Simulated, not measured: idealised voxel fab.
process module | voxel lift off
cross-section cut | 295 nm wide | cells 5 nm
A cross-section is a grid of square cells, given in bands from the top down. A band is one or more rows of cells.
Each band's line starts with the height of the band's top and of its bottom, in nm. Then come its materials from left to right, each with its width in nm. One material with "throughout" fills the band from edge to edge. "air" is empty space.
Height 0 is the level under which the wafer as received is all one material. The lowest band goes on downwards, as in "0 down".
A width such as "30 to 40" changes by the same amount from each row of cells to the next, from the band's top row to its bottom row.
"no change" after a step means that no cell of the cross-section changed.
closed voids: empty space of 8 cells or more with no open way to the top, each as width x height at its distance from the left edge, in nm
after a step's settings: what the simulator itself notes on the step
overlay nm, on a step with a mask: how far to the right of its planned place the mask lay; to the left if negative
plan
1 op RECEIVE | material Si
2 op CONFORMAL_DEP | material SiN | thk nm 15
3 op PATTERN | tone open | mask id LINES | material resist | width nm 20 | pitch nm 35 | thk nm 30 | overlay nm 0
4 op DIRECTIONAL_DEP | material Ru | thk nm 15
5 op STRIP | etch materials resist
6 op CONFORMAL_DEP | material SiN | thk nm 5
as received, after step 1
  0 down: Si throughout
  closed voids: none
a wafer at the end: this start, this plan, one mistake
  35 to 30: air 105 | SiN 30 | air 5 | SiN 30 | air 125
  30 to 20: air 105 | SiN 5 | Ru 20 | SiN 5 | air 5 | SiN 5 | Ru 20 | SiN 5 | air 125
  20 to 15: SiN 110 | Ru 20 | SiN 15 | Ru 20 | SiN 130
  15 to 0: SiN throughout
  0 down: Si throughout
  closed voids: none
what went wrong: step 3 ran as: op PATTERN | tone open | mask id LINES | material resist | width nm 20 | pitch nm 35 | thk nm 30 | overlay nm -10
